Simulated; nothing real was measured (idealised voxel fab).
Process module under the name voxel wiring stack
The cross-section on display is named cut; it measures 165 nm wide, and its cells are 5 nm squares.
Bands, listed from the top down, are how a cross-section gets written in this document; the cross-section itself is a grid of square cells, and a band is one or more rows of them. Per band: top height and bottom height in nm, followed by the left-to-right materials and their widths in nm; "all across" marks a single material spanning edge to edge, "air" marks empty space. Convention: height 0 is the level below which the wafer, as received, is all one material. The lowest band does not terminate at the bottom but continues downward, represented as "z 0 and below". Top row gets the first number, bottom row gets the second, and each row in between changes by the same step: that is how a band width like "30 to 40" works. "no modification", as given for a step, is the statement that not any cell of the cross-section underwent a change during that step. Each empty space that has no open way to the top and spans at least 8 cells appears under "Closed-off voids" as width x height at distance, the distance counted from the left edge, all in nm. If you see something after the settings on a step's line, that's the simulator's own remark about that step. "overlay nm" answers the question of how far to the right of plan the mask lay on a step that has a mask, and when it is negative the answer is to the left.
### List of planned process steps
1,RECEIVE with material Si
2,CONFORMAL_DEP with material SiO2, thk nm 15
3,DIRECTIONAL_DEP with material TiN, thk nm 5
4,DIRECTIONAL_DEP with material Ru, thk nm 15
5,MASKED_ETCH with tone cover, mask id METAL_1, width nm 25, pitch nm 50, etch materials Ru, depth nm 15, overlay nm 0
6,MASKED_ETCH with tone cover, mask id METAL_1, width nm 25, pitch nm 50, etch materials TiN, depth nm 5, overlay nm 0
7,CONFORMAL_DEP with material SiCN, thk nm 5
8,FILL_DEP with material SiO2, thk nm 10
9,CMP with height nm 35
10,CONFORMAL_DEP with material SiCN, thk nm 5
11,DIRECTIONAL_DEP with material SiO2, thk nm 30
12,MASKED_ETCH with tone open, mask id METAL_2, width nm 25, pitch nm 50, etch materials SiO2, depth nm 15, overlay nm 0
13,MASKED_ETCH with tone open, mask id METAL_2_HOLES, width nm 15, etch materials SiO2, depth nm 15, overlay nm 0
14,MASKED_ETCH with tone open, mask id METAL_2_HOLES, width nm 15, etch materials SiCN, depth nm 5, overlay nm 0
15,CONFORMAL_DEP with material TiN, thk nm 5
16,FILL_DEP with material Cu, thk nm 5
17,CMP with height nm 70
18,CONFORMAL_DEP with material SiCN, thk nm 5
### So this is the incoming wafer in cross-section - it's already been through step 1
  z 0 and below: Si all across
  Closed-off voids: none
### First of two wafers, end-of-module section, run followed plan
  z 75 to 70: SiCN all across
  z 70 to 60: SiO2 45  TiN 5  Cu 15  TiN 5  SiO2 25  TiN 5  Cu 15  TiN 5  SiO2 45
  z 60 to 55: SiO2 45  TiN 5  Cu 5  TiN 15  SiO2 25  TiN 25  SiO2 45
  z 55 to 40: SiO2 45  TiN 5  Cu 5  TiN 5  SiO2 105
  z 40 to 35: SiCN 45  TiN 15  SiCN 105
  z 35 to 20: SiO2 40  SiCN 5  Ru 25  SiCN 5  SiO2 15  SiCN 5  Ru 25  SiCN 5  SiO2 40
  z 20 to 15: SiCN 45  TiN 25  SiCN 25  TiN 25  SiCN 45
  z 15 to 0: SiO2 all across
  z 0 and below: Si all across
  Closed-off voids: none
### Cross-section at end of module for the second wafer of two, which matched the first in starting point and plan and differed by one mistake in its processing
  z 75 to 70: SiCN all across
  z 70 to 60: SiO2 45  TiN 5  Cu 15  TiN 5  SiO2 30  TiN 5  Cu 10  TiN 5  SiO2 45
  z 60 to 55: SiO2 45  TiN 25  SiO2 30  TiN 20  SiO2 45
  z 55 to 40: SiO2 50  TiN 10  SiO2 105
  z 40 to 35: SiCN 50  TiN 10  SiCN 105
  z 35 to 20: SiO2 40  SiCN 5  Ru 25  SiCN 5  SiO2 15  SiCN 5  Ru 25  SiCN 5  SiO2 40
  z 20 to 15: SiCN 45  TiN 25  SiCN 25  TiN 25  SiCN 45
  z 15 to 0: SiO2 all across
  z 0 and below: Si all across
  Closed-off voids: none
Nonconformance to the process plan: step 12 was run on a setting that differed from the plan, and what really ran there is MASKED_ETCH with tone open, mask id METAL_2, width nm 20, pitch nm 50, etch materials SiO2, depth nm 15, overlay nm 0
At the finish, the second wafer shows more or fewer cells for some materials than the first does: -6 Cu | +1 SiCN | +6 SiO2 | -1 TiN
